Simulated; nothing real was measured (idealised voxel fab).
You're looking at the process module voxel transistor to metal.
Section shown: cut. Width: 160 nm. Cell size: 5 nm, square.
A cross-section in this document is a grid of square cells, and it is written down as bands, the top band listed before the ones below it; a band is made up of one or more rows of cells. Each band's line starts with the height of the band's top and of its bottom, in nm. Then come its materials from left to right, each with its width in nm. One material with "full width" fills the band from edge to edge. "empty" is empty space. Ref level 0: as-received wafer is one material below here. Bottom band extends down with no lower bound ("0 down"). You'd read "30..40" like this: the band's top row of cells is as wide as the first number, its bottom row is as wide as the second, and going down, every row changes width by the same amount as the row before did. Key: "remained unchanged" - step with no changed cell in the cross-section. Listed in "Enclosed internal voids": every empty space of 8 or more cells without an open way to the top. Form: width x height at distance, the distance being from the left edge, all in nm. If you see something after the settings on a step's line, that's the simulator's own remark about that step. Regarding "overlay nm": on a step with a mask, it is the distance the mask lay to the right of its planned place; a negative value places it to the left.

The planned process steps are enumerated hereunder:
1) RECEIVE, material Si
2) OXIDIZE, depth nm 5
3) CONFORMAL_DEP, material SiN, thk nm 10
4) MASKED_ETCH, tone cover, mask id ACTIVE, width nm 110, etch materials SiN, depth nm 10, overlay nm 0
5) MASKED_ETCH, tone cover, mask id ACTIVE, width nm 110, etch materials SiO2, depth nm 5, overlay nm 0
6) MASKED_ETCH, tone cover, mask id ACTIVE, width nm 110, etch materials Si, depth nm 35, overlay nm 0
7) FILL_DEP, material SiO2, thk nm 15
8) CMP, height nm 10
9) SELECTIVE_ETCH, etch materials SiO2, depth nm 5
10) STRIP, etch materials SiN
11) SELECTIVE_ETCH, etch materials SiO2, depth nm 5
12) OXIDIZE, depth nm 5
13) DIRECTIONAL_DEP, material polySi, thk nm 30
14) DIRECTIONAL_DEP, material SiCN, thk nm 15
15) DIRECTIONAL_DEP, material aC, thk nm 15
16) PATTERN, tone cover, mask id GATE, material resist, width nm 20, thk nm 30, overlay nm 0
17) DIRECTIONAL_ETCH, etch materials aC, depth nm 15
18) STRIP, etch materials resist
19) DIRECTIONAL_ETCH, etch materials SiCN, depth nm 25
20) DIRECTIONAL_ETCH, etch materials polySi, depth nm 40
21) STRIP, etch materials aC
22) CONFORMAL_DEP, material SiO2, thk nm 5
23) DIRECTIONAL_ETCH, etch materials SiO2, depth nm 5
24) CONFORMAL_DEP, material SiN, thk nm 5
25) DIRECTIONAL_ETCH, etch materials SiN, depth nm 5
26) DIRECTIONAL_ETCH, etch materials SiO2, depth nm 5
27) DIRECTIONAL_ETCH, etch materials Si, depth nm 10
28) EPI, material SiGe, thk nm 15
29) FILL_DEP, material SiO2, thk nm 5
30) CMP, height nm 40
31) DIRECTIONAL_DEP, material SiO2, thk nm 10
32) DIRECTIONAL_DEP, material aC, thk nm 10
33) PATTERN, tone open, mask id CONTACT, material resist, width nm 20, pitch nm 70, thk nm 30, overlay nm 0
34) DIRECTIONAL_ETCH, etch materials aC, depth nm 10
35) STRIP, etch materials resist
36) DIRECTIONAL_ETCH, etch materials SiO2, depth nm 45
37) STRIP, etch materials aC
38) CONFORMAL_DEP, material TiN, thk nm 5
39) FILL_DEP, material W, thk nm 10
40) CMP, height nm 50
41) CONFORMAL_DEP, material SiCN, thk nm 5
42) DIRECTIONAL_DEP, material lowk, thk nm 15
43) DIRECTIONAL_DEP, material aC, thk nm 15
44) PATTERN, tone open, mask id METAL_1, material resist, width nm 20, pitch nm 70, thk nm 35, overlay nm 0
45) DIRECTIONAL_ETCH, etch materials aC, depth nm 15
46) STRIP, etch materials resist
47) DIRECTIONAL_ETCH, etch materials lowk, depth nm 15
48) DIRECTIONAL_ETCH, etch materials SiCN, depth nm 5
49) STRIP, etch materials aC
50) CONFORMAL_DEP, material TiN, thk nm 5
51) FILL_DEP, material Cu, thk nm 5
52) CMP, height nm 70
53) CONFORMAL_DEP, material SiCN, thk nm 5
54) DIRECTIONAL_DEP, material SiO2, thk nm 30
55) MASKED_ETCH, tone open, mask id METAL_2, width nm 20, pitch nm 70, etch materials SiO2, depth nm 20, overlay nm 0
56) PATTERN, tone open, mask id METAL_2_HOLES, material resist, width nm 15, pitch nm 70, thk nm 15, overlay nm 0
57) DIRECTIONAL_ETCH, etch materials SiO2, depth nm 10
58) DIRECTIONAL_ETCH, etch materials SiCN, depth nm 5
59) STRIP, etch materials resist
60) CONFORMAL_DEP, material TiN, thk nm 5
61) FILL_DEP, material Cu, thk nm 5
62) CMP, height nm 105
63) CONFORMAL_DEP, material SiN, thk nm 5

First of two wafers, with the run carried out as planned:

Received-state cross-section, reflecting completion of step 1:
  0 down: Si full width
  Enclosed internal voids: none

Wafer after step 2 (cross-section):
  0 to -5: SiO2 full width
  No changes below -5.

Wafer after step 3 (cross-section):
  10 to 0: SiN full width
  No changes below 0.

Wafer after step 4 (cross-section):
  10 to 0: 25 empty; 110 SiN; 25 empty
  No changes below 0.

Wafer after step 5 (cross-section):
  10 to 0: 25 empty; 110 SiN; 25 empty
  0 to -5: 25 empty; 110 SiO2; 25 empty
  No changes below -5.

Wafer after step 6 (cross-section):
  10 to 0: 25 empty; 110 SiN; 25 empty
  0 to -5: 25 empty; 110 SiO2; 25 empty
  -5 to -40: 25 empty; 110 Si; 25 empty
  No changes below -40.

Wafer after step 7 (cross-section):
  25 to 10: SiO2 full width
  10 to 0: 25 SiO2; 110 SiN; 25 SiO2
  0 to -5: SiO2 full width
  -5 to -40: 25 SiO2; 110 Si; 25 SiO2
  No changes below -40.

Wafer after step 8 (cross-section):
  10 to 0: 25 SiO2; 110 SiN; 25 SiO2
  No changes below 0.

Wafer after step 9 (cross-section):
  10 to 5: 25 empty; 110 SiN; 25 empty
  No changes below 5.

Wafer after step 10 (cross-section):
  5 to 0: 25 SiO2; 110 empty; 25 SiO2
  No changes below 0.

Wafer after step 11 (cross-section):
  0 to -5: 20 SiO2; 120 empty; 20 SiO2
  No changes below -5.

Wafer after step 12 (cross-section):
  0 to -5: 20 SiO2; 120 empty; 20 SiO2
  -5 to -10: SiO2 full width
  No changes below -10.

Wafer after step 13 (cross-section):
  30 to 25: 20 polySi; 120 empty; 20 polySi
  25 to 0: polySi full width
  0 to -5: 20 SiO2; 120 polySi; 20 SiO2
  No changes below -5.

Wafer after step 14 (cross-section):
  45 to 40: 20 SiCN; 120 empty; 20 SiCN
  40 to 30: SiCN full width
  30 to 25: 20 polySi; 120 SiCN; 20 polySi
  No changes below 25.

Wafer after step 15 (cross-section):
  60 to 55: 20 aC; 120 empty; 20 aC
  55 to 45: aC full width
  45 to 40: 20 SiCN; 120 aC; 20 SiCN
  No changes below 40.

Wafer after step 16 (cross-section):
  90 to 60: 70 empty; 20 resist; 70 empty
  60 to 55: 20 aC; 50 empty; 20 resist; 50 empty; 20 aC
  No changes below 55.

Wafer after step 17 (cross-section):
  75 to 55: 70 empty; 20 resist; 70 empty
  55 to 45: 70 empty; 20 aC; 70 empty
  45 to 40: 20 SiCN; 50 empty; 20 aC; 50 empty; 20 SiCN
  No changes below 40.

Wafer after step 18 (cross-section):
  55 to 45: 70 empty; 20 aC; 70 empty
  No changes below 45.

Wafer after step 19 (cross-section):
  55 to 40: 70 empty; 20 aC; 70 empty
  40 to 30: 70 empty; 20 SiCN; 70 empty
  30 to 25: 20 polySi; 50 empty; 20 SiCN; 50 empty; 20 polySi
  No changes below 25.

Wafer after step 20 (cross-section):
  55 to 40: 70 empty; 20 aC; 70 empty
  40 to 25: 70 empty; 20 SiCN; 70 empty
  25 to 0: 70 empty; 20 polySi; 70 empty
  0 to -5: 20 SiO2; 50 empty; 20 polySi; 50 empty; 20 SiO2
  No changes below -5.

Wafer after step 21 (cross-section):
  40 to 25: 70 empty; 20 SiCN; 70 empty
  No changes below 25.

Wafer after step 22 (cross-section):
  45 to 40: 65 empty; 30 SiO2; 65 empty
  40 to 25: 65 empty; 5 SiO2; 20 SiCN; 5 SiO2; 65 empty
  25 to 5: 65 empty; 5 SiO2; 20 polySi; 5 SiO2; 65 empty
  5 to 0: 25 SiO2; 40 empty; 5 SiO2; 20 polySi; 5 SiO2; 40 empty; 25 SiO2
  0 to -5: 70 SiO2; 20 polySi; 70 SiO2
  No changes below -5.

Wafer after step 23 (cross-section):
  40 to 25: 65 empty; 5 SiO2; 20 SiCN; 5 SiO2; 65 empty
  25 to 0: 65 empty; 5 SiO2; 20 polySi; 5 SiO2; 65 empty
  0 to -5: 25 SiO2; 40 empty; 5 SiO2; 20 polySi; 5 SiO2; 40 empty; 25 SiO2
  No changes below -5.

Wafer after step 24 (cross-section):
  45 to 40: 60 empty; 40 SiN; 60 empty
  40 to 25: 60 empty; 5 SiN; 5 SiO2; 20 SiCN; 5 SiO2; 5 SiN; 60 empty
  25 to 5: 60 empty; 5 SiN; 5 SiO2; 20 polySi; 5 SiO2; 5 SiN; 60 empty
  5 to 0: 30 SiN; 30 empty; 5 SiN; 5 SiO2; 20 polySi; 5 SiO2; 5 SiN; 30 empty; 30 SiN
  0 to -5: 25 SiO2; 40 SiN; 5 SiO2; 20 polySi; 5 SiO2; 40 SiN; 25 SiO2
  No changes below -5.

Wafer after step 25 (cross-section):
  40 to 25: 60 empty; 5 SiN; 5 SiO2; 20 SiCN; 5 SiO2; 5 SiN; 60 empty
  25 to 0: 60 empty; 5 SiN; 5 SiO2; 20 polySi; 5 SiO2; 5 SiN; 60 empty
  0 to -5: 25 SiO2; 5 SiN; 30 empty; 5 SiN; 5 SiO2; 20 polySi; 5 SiO2; 5 SiN; 30 empty; 5 SiN; 25 SiO2
  No changes below -5.

Wafer after step 26 (cross-section):
  40 to 35: 60 empty; 5 SiN; 5 empty; 20 SiCN; 5 empty; 5 SiN; 60 empty
  35 to 25: 60 empty; 5 SiN; 5 SiO2; 20 SiCN; 5 SiO2; 5 SiN; 60 empty
  25 to 0: 60 empty; 5 SiN; 5 SiO2; 20 polySi; 5 SiO2; 5 SiN; 60 empty
  0 to -5: 25 empty; 5 SiN; 30 empty; 5 SiN; 5 SiO2; 20 polySi; 5 SiO2; 5 SiN; 30 empty; 5 SiN; 25 empty
  -5 to -10: 30 SiO2; 30 empty; 40 SiO2; 30 empty; 30 SiO2
  No changes below -10.

Wafer after step 27 (cross-section):
  40 to 35: 60 empty; 5 SiN; 5 empty; 20 SiCN; 5 empty; 5 SiN; 60 empty
  35 to 25: 60 empty; 5 SiN; 5 SiO2; 20 SiCN; 5 SiO2; 5 SiN; 60 empty
  25 to 0: 60 empty; 5 SiN; 5 SiO2; 20 polySi; 5 SiO2; 5 SiN; 60 empty
  0 to -5: 25 empty; 5 SiN; 30 empty; 5 SiN; 5 SiO2; 20 polySi; 5 SiO2; 5 SiN; 30 empty; 5 SiN; 25 empty
  -5 to -10: 30 SiO2; 30 empty; 40 SiO2; 30 empty; 30 SiO2
  -10 to -20: 25 SiO2; 5 Si; 30 empty; 40 Si; 30 empty; 5 Si; 25 SiO2
  No changes below -20.

Wafer after step 28 (cross-section):
  40 to 35: 60 empty; 5 SiN; 5 empty; 20 SiCN; 5 empty; 5 SiN; 60 empty
  35 to 25: 60 empty; 5 SiN; 5 SiO2; 20 SiCN; 5 SiO2; 5 SiN; 60 empty
  25 to 5: 60 empty; 5 SiN; 5 SiO2; 20 polySi; 5 SiO2; 5 SiN; 60 empty
  5 to 0: 25 empty; 35 SiGe; 5 SiN; 5 SiO2; 20 polySi; 5 SiO2; 5 SiN; 35 SiGe; 25 empty
  0 to -5: 25 empty; 5 SiN; 30 SiGe; 5 SiN; 5 SiO2; 20 polySi; 5 SiO2; 5 SiN; 30 SiGe; 5 SiN; 25 empty
  -5 to -10: 30 SiO2; 30 SiGe; 40 SiO2; 30 SiGe; 30 SiO2
  -10 to -20: 25 SiO2; 5 Si; 30 SiGe; 40 Si; 30 SiGe; 5 Si; 25 SiO2
  No changes below -20.

Wafer after step 29 (cross-section):
  45 to 40: SiO2 full width
  40 to 25: 60 SiO2; 5 SiN; 5 SiO2; 20 SiCN; 5 SiO2; 5 SiN; 60 SiO2
  25 to 5: 60 SiO2; 5 SiN; 5 SiO2; 20 polySi; 5 SiO2; 5 SiN; 60 SiO2
  5 to 0: 25 SiO2; 35 SiGe; 5 SiN; 5 SiO2; 20 polySi; 5 SiO2; 5 SiN; 35 SiGe; 25 SiO2
  0 to -5: 25 SiO2; 5 SiN; 30 SiGe; 5 SiN; 5 SiO2; 20 polySi; 5 SiO2; 5 SiN; 30 SiGe; 5 SiN; 25 SiO2
  No changes below -5.

Wafer after step 30 (cross-section):
  40 to 25: 60 SiO2; 5 SiN; 5 SiO2; 20 SiCN; 5 SiO2; 5 SiN; 60 SiO2
  No changes below 25.

Wafer after step 31 (cross-section):
  50 to 40: SiO2 full width
  No changes below 40.

Wafer after step 32 (cross-section):
  60 to 50: aC full width
  No changes below 50.

Wafer after step 33 (cross-section):
  90 to 60: 35 resist; 20 empty; 50 resist; 20 empty; 35 resist
  No changes below 60.

Wafer after step 34 (cross-section):
  80 to 60: 35 resist; 20 empty; 50 resist; 20 empty; 35 resist
  60 to 50: 35 aC; 20 empty; 50 aC; 20 empty; 35 aC
  No changes below 50.

Wafer after step 35 (cross-section):
  60 to 50: 35 aC; 20 empty; 50 aC; 20 empty; 35 aC
  No changes below 50.

Wafer after step 36 (cross-section):
  60 to 50: 35 aC; 20 empty; 50 aC; 20 empty; 35 aC
  50 to 40: 35 SiO2; 20 empty; 50 SiO2; 20 empty; 35 SiO2
  40 to 25: 35 SiO2; 20 empty; 5 SiO2; 5 SiN; 5 SiO2; 20 SiCN; 5 SiO2; 5 SiN; 5 SiO2; 20 empty; 35 SiO2
  25 to 5: 35 SiO2; 20 empty; 5 SiO2; 5 SiN; 5 SiO2; 20 polySi; 5 SiO2; 5 SiN; 5 SiO2; 20 empty; 35 SiO2
  No changes below 5.

Wafer after step 37 (cross-section):
  50 to 40: 35 SiO2; 20 empty; 50 SiO2; 20 empty; 35 SiO2
  No changes below 40.

Wafer after step 38 (cross-section):
  55 to 50: 40 TiN; 10 empty; 60 TiN; 10 empty; 40 TiN
  50 to 40: 35 SiO2; 5 TiN; 10 empty; 5 TiN; 50 SiO2; 5 TiN; 10 empty; 5 TiN; 35 SiO2
  40 to 25: 35 SiO2; 5 TiN; 10 empty; 5 TiN; 5 SiO2; 5 SiN; 5 SiO2; 20 SiCN; 5 SiO2; 5 SiN; 5 SiO2; 5 TiN; 10 empty; 5 TiN; 35 SiO2
  25 to 10: 35 SiO2; 5 TiN; 10 empty; 5 TiN; 5 SiO2; 5 SiN; 5 SiO2; 20 polySi; 5 SiO2; 5 SiN; 5 SiO2; 5 TiN; 10 empty; 5 TiN; 35 SiO2
  10 to 5: 35 SiO2; 20 TiN; 5 SiO2; 5 SiN; 5 SiO2; 20 polySi; 5 SiO2; 5 SiN; 5 SiO2; 20 TiN; 35 SiO2
  No changes below 5.

Wafer after step 39 (cross-section):
  65 to 55: W full width
  55 to 50: 40 TiN; 10 W; 60 TiN; 10 W; 40 TiN
  50 to 40: 35 SiO2; 5 TiN; 10 W; 5 TiN; 50 SiO2; 5 TiN; 10 W; 5 TiN; 35 SiO2
  40 to 25: 35 SiO2; 5 TiN; 10 W; 5 TiN; 5 SiO2; 5 SiN; 5 SiO2; 20 SiCN; 5 SiO2; 5 SiN; 5 SiO2; 5 TiN; 10 W; 5 TiN; 35 SiO2
  25 to 10: 35 SiO2; 5 TiN; 10 W; 5 TiN; 5 SiO2; 5 SiN; 5 SiO2; 20 polySi; 5 SiO2; 5 SiN; 5 SiO2; 5 TiN; 10 W; 5 TiN; 35 SiO2
  No changes below 10.

Wafer after step 40 (cross-section):
  50 to 40: 35 SiO2; 5 TiN; 10 W; 5 TiN; 50 SiO2; 5 TiN; 10 W; 5 TiN; 35 SiO2
  No changes below 40.

Wafer after step 41 (cross-section):
  55 to 50: SiCN full width
  No changes below 50.

Wafer after step 42 (cross-section):
  70 to 55: lowk full width
  No changes below 55.

Wafer after step 43 (cross-section):
  85 to 70: aC full width
  No changes below 70.

Wafer after step 44 (cross-section):
  120 to 85: 35 resist; 20 empty; 50 resist; 20 empty; 35 resist
  No changes below 85.

Wafer after step 45 (cross-section):
  105 to 85: 35 resist; 20 empty; 50 resist; 20 empty; 35 resist
  85 to 70: 35 aC; 20 empty; 50 aC; 20 empty; 35 aC
  No changes below 70.

Wafer after step 46 (cross-section):
  85 to 70: 35 aC; 20 empty; 50 aC; 20 empty; 35 aC
  No changes below 70.

Wafer after step 47 (cross-section):
  85 to 70: 35 aC; 20 empty; 50 aC; 20 empty; 35 aC
  70 to 55: 35 lowk; 20 empty; 50 lowk; 20 empty; 35 lowk
  No changes below 55.

Wafer after step 48 (cross-section):
  85 to 70: 35 aC; 20 empty; 50 aC; 20 empty; 35 aC
  70 to 55: 35 lowk; 20 empty; 50 lowk; 20 empty; 35 lowk
  55 to 50: 35 SiCN; 20 empty; 50 SiCN; 20 empty; 35 SiCN
  No changes below 50.

Wafer after step 49 (cross-section):
  70 to 55: 35 lowk; 20 empty; 50 lowk; 20 empty; 35 lowk
  No changes below 55.

Wafer after step 50 (cross-section):
  75 to 70: 40 TiN; 10 empty; 60 TiN; 10 empty; 40 TiN
  70 to 55: 35 lowk; 5 TiN; 10 empty; 5 TiN; 50 lowk; 5 TiN; 10 empty; 5 TiN; 35 lowk
  55 to 50: 35 SiCN; 20 TiN; 50 SiCN; 20 TiN; 35 SiCN
  No changes below 50.

Wafer after step 51 (cross-section):
  80 to 75: Cu full width
  75 to 70: 40 TiN; 10 Cu; 60 TiN; 10 Cu; 40 TiN
  70 to 55: 35 lowk; 5 TiN; 10 Cu; 5 TiN; 50 lowk; 5 TiN; 10 Cu; 5 TiN; 35 lowk
  No changes below 55.

Wafer after step 52 (cross-section):
  70 to 55: 35 lowk; 5 TiN; 10 Cu; 5 TiN; 50 lowk; 5 TiN; 10 Cu; 5 TiN; 35 lowk
  No changes below 55.

Wafer after step 53 (cross-section):
  75 to 70: SiCN full width
  No changes below 70.

Wafer after step 54 (cross-section):
  105 to 75: SiO2 full width
  No changes below 75.

Wafer after step 55 (cross-section):
  105 to 85: 35 SiO2; 20 empty; 50 SiO2; 20 empty; 35 SiO2
  No changes below 85.

Wafer after step 56 (cross-section):
  120 to 105: 35 resist; 15 empty; 55 resist; 15 empty; 40 resist
  105 to 85: 35 SiO2; 15 empty; 5 resist; 50 SiO2; 15 empty; 5 resist; 35 SiO2
  No changes below 85.

Wafer after step 57 (cross-section):
  120 to 105: 35 resist; 15 empty; 55 resist; 15 empty; 40 resist
  105 to 85: 35 SiO2; 15 empty; 5 resist; 50 SiO2; 15 empty; 5 resist; 35 SiO2
  85 to 75: 35 SiO2; 15 empty; 55 SiO2; 15 empty; 40 SiO2
  No changes below 75.

Wafer after step 58 (cross-section):
  120 to 105: 35 resist; 15 empty; 55 resist; 15 empty; 40 resist
  105 to 85: 35 SiO2; 15 empty; 5 resist; 50 SiO2; 15 empty; 5 resist; 35 SiO2
  85 to 75: 35 SiO2; 15 empty; 55 SiO2; 15 empty; 40 SiO2
  75 to 70: 35 SiCN; 15 empty; 55 SiCN; 15 empty; 40 SiCN
  No changes below 70.

Wafer after step 59 (cross-section):
  105 to 85: 35 SiO2; 20 empty; 50 SiO2; 20 empty; 35 SiO2
  No changes below 85.

Wafer after step 60 (cross-section):
  110 to 105: 40 TiN; 10 empty; 60 TiN; 10 empty; 40 TiN
  105 to 90: 35 SiO2; 5 TiN; 10 empty; 5 TiN; 50 SiO2; 5 TiN; 10 empty; 5 TiN; 35 SiO2
  90 to 85: 35 SiO2; 5 TiN; 5 empty; 10 TiN; 50 SiO2; 5 TiN; 5 empty; 10 TiN; 35 SiO2
  85 to 75: 35 SiO2; 5 TiN; 5 empty; 5 TiN; 55 SiO2; 5 TiN; 5 empty; 5 TiN; 40 SiO2
  75 to 70: 35 SiCN; 15 TiN; 55 SiCN; 15 TiN; 40 SiCN
  No changes below 70.

Wafer after step 61 (cross-section):
  115 to 110: Cu full width
  110 to 105: 40 TiN; 10 Cu; 60 TiN; 10 Cu; 40 TiN
  105 to 90: 35 SiO2; 5 TiN; 10 Cu; 5 TiN; 50 SiO2; 5 TiN; 10 Cu; 5 TiN; 35 SiO2
  90 to 85: 35 SiO2; 5 TiN; 5 Cu; 10 TiN; 50 SiO2; 5 TiN; 5 Cu; 10 TiN; 35 SiO2
  85 to 75: 35 SiO2; 5 TiN; 5 Cu; 5 TiN; 55 SiO2; 5 TiN; 5 Cu; 5 TiN; 40 SiO2
  No changes below 75.

Wafer after step 62 (cross-section):
  105 to 90: 35 SiO2; 5 TiN; 10 Cu; 5 TiN; 50 SiO2; 5 TiN; 10 Cu; 5 TiN; 35 SiO2
  No changes below 90.

Wafer after step 63 (cross-section):
  110 to 105: SiN full width
  No changes below 105.

Wafer two. Identical start, identical plan. One mistake in execution. Identical history through step 62:

Cross-section of the second wafer at the time by which step 63 should have been completed according to the plan:
  110 to 105: aC full width
  No changes below 105.
Nonconformance to the process plan: step 63 changed vs plan, executed as CONFORMAL_DEP, material aC, thk nm 5
Wrapping up, a cell-based count of both wafers puts the second over or under the first for these materials: 32 fewer of SiN, 32 more of aC
